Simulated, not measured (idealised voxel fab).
You're looking at the process module voxel gate over fins.
The cross-section shown here is cut; it is 250 nm wide and divided into square cells measuring 5 nm on a side.
A cross-section is written here as square cells arranged in a grid, and it is given in bands from the top down, each band taking up one or more rows of cells.
The entry gives the band's vertical extent as a top height and a bottom height in nm, then its horizontal make-up as materials from left to right, each with a width in nm. "empty" stands for empty space; a single material marked "everywhere" fills the band edge to edge.
The reference from which all heights are counted is 0, the level beneath which the as-received wafer is entirely one material; the lowest band, having no lower bound, proceeds downward and is written after the example "0..down".
The width entry "30..40" should be interpreted row by row: the top row of cells in the band takes the first number, the bottom row takes the second number, and the change between adjacent rows is uniform throughout.
For the purposes of this document, the phrase "no alterations made" attached to a step denotes that no cell within the cross-section was modified by that step.
The list in "Voids, enclosed" covers empty spaces of 8 cells or more that cannot reach the top through any open way, and it gives each as width x height at distance; the distance is from the left edge, and width, height and distance are in nm.
Text after the settings on a step's line: the simulator's own remark on that step.
If you see "overlay nm" on a step's line and that step has a mask, it's telling you how far right of where it was planned the mask ended up; a negative number means it went left instead.
The steps planned for the process are as follows:
1. RECEIVE: material Si
2. CONFORMAL_DEP: material SiN, thk nm 5
3. MASKED_ETCH: tone cover, mask id FINS, width nm 15, pitch nm 60, etch materials SiN, depth nm 5, overlay nm 0
4. MASKED_ETCH: tone cover, mask id FINS, width nm 15, pitch nm 60, etch materials Si, depth nm 40, overlay nm 0
5. OXIDIZE: depth nm 5
6. FILL_DEP: material SiO2, thk nm 10
7. CMP: height nm 5
8. DIRECTIONAL_DEP: material aC, thk nm 10
9. PATTERN: tone open, mask id RAIL, material resist, width nm 15, thk nm 30, overlay nm 0
10. DIRECTIONAL_ETCH: etch materials aC, depth nm 10
11. STRIP: etch materials resist
12. DIRECTIONAL_ETCH: etch materials SiO2, depth nm 40
13. STRIP: etch materials aC
14. CONFORMAL_DEP: material TiN, thk nm 5
15. FILL_DEP: material W, thk nm 10
16. CMP: height nm 5
17. SELECTIVE_ETCH: etch materials W Ru TiN, depth nm 25
18. FILL_DEP: material SiO2, thk nm 5
19. CMP: height nm 5
20. SELECTIVE_ETCH: etch materials SiO2, depth nm 15
21. STRIP: etch materials SiN
22. CONFORMAL_DEP: material HfO2, thk nm 5
23. CONFORMAL_DEP: material TiN, thk nm 5
24. CONFORMAL_DEP: material TiAl, thk nm 5
25. CONFORMAL_DEP: material TiN, thk nm 5
26. FILL_DEP: material W, thk nm 10
27. CMP: height nm 25
28. CONFORMAL_DEP: material SiN, thk nm 10
Incoming wafer in cross-section (state: after step 1):
	0..down  Si everywhere
	Voids, enclosed: none
Final wafer profile in cross-section after the module, from the same start and plan as above, with one mistake made during processing:
	35..25  SiN everywhere
	25..20  W everywhere
	20..15  W (40)  TiN (45)  W (15)  TiN (45)  W (15)  TiN (45)  W (45)
	15..10  W (40)  TiN (5)  TiAl (35)  TiN (5)  W (15)  TiN (5)  TiAl (35)  TiN (5)  W (15)  TiN (5)  TiAl (35)  TiN (5)  W (45)
	10..5  W (40)  TiN (5)  TiAl (5)  TiN (25)  TiAl (5)  TiN (5)  W (15)  TiN (5)  TiAl (5)  TiN (25)  TiAl (5)  TiN (5)  W (15)  TiN (5)  TiAl (5)  TiN (25)  TiAl (5)  TiN (5)  W (45)
	5..0  W (40)  TiN (5)  TiAl (5)  TiN (5)  HfO2 (15)  TiN (5)  TiAl (5)  TiN (5)  W (15)  TiN (5)  TiAl (5)  TiN (5)  HfO2 (15)  TiN (5)  TiAl (5)  TiN (5)  W (15)  TiN (5)  TiAl (5)  TiN (5)  HfO2 (15)  TiN (5)  TiAl (5)  TiN (5)  W (45)
	0..-5  W (40)  TiN (5)  TiAl (5)  TiN (5)  HfO2 (5)  Si (5)  HfO2 (5)  TiN (5)  TiAl (5)  TiN (25)  TiAl (5)  TiN (5)  HfO2 (5)  Si (5)  HfO2 (5)  TiN (5)  TiAl (5)  TiN (5)  W (15)  TiN (5)  TiAl (5)  TiN (5)  HfO2 (5)  Si (5)  HfO2 (5)  TiN (5)  TiAl (5)  TiN (5)  W (45)
	-5..-10  TiN (45)  TiAl (5)  TiN (5)  HfO2 (5)  Si (5)  HfO2 (5)  TiN (5)  TiAl (35)  TiN (5)  HfO2 (5)  Si (5)  HfO2 (5)  TiN (5)  TiAl (5)  TiN (25)  TiAl (5)  TiN (5)  HfO2 (5)  Si (5)  HfO2 (5)  TiN (5)  TiAl (5)  TiN (50)
	-10..-15  TiAl (50)  TiN (5)  HfO2 (5)  Si (5)  HfO2 (5)  TiN (45)  HfO2 (5)  Si (5)  HfO2 (5)  TiN (5)  TiAl (35)  TiN (5)  HfO2 (5)  Si (5)  HfO2 (5)  TiN (5)  TiAl (55)
	-15..-20  TiN (55)  HfO2 (5)  Si (5)  HfO2 (5)  TiN (10)  HfO2 (25)  TiN (10)  HfO2 (5)  Si (5)  HfO2 (5)  TiN (45)  HfO2 (5)  Si (5)  HfO2 (5)  TiN (60)
	-20..-25  HfO2 (60)  Si (5)  HfO2 (20)  TiN (5)  W (5)  TiN (5)  HfO2 (20)  Si (5)  HfO2 (55)  Si (5)  HfO2 (65)
	-25..-30  SiO2 (60)  Si (5)  SiO2 (20)  TiN (5)  W (5)  TiN (5)  SiO2 (20)  Si (5)  SiO2 (55)  Si (5)  SiO2 (65)
	-30..-35  SiO2 (60)  Si (5)  SiO2 (20)  TiN (15)  SiO2 (20)  Si (5)  SiO2 (55)  Si (5)  SiO2 (65)
	-35..-45  SiO2 (60)  Si (5)  SiO2 (55)  Si (5)  SiO2 (55)  Si (5)  SiO2 (65)
	-45..down  Si everywhere
	Voids, enclosed: none
Run error: step 20 of the plan was twice carried out
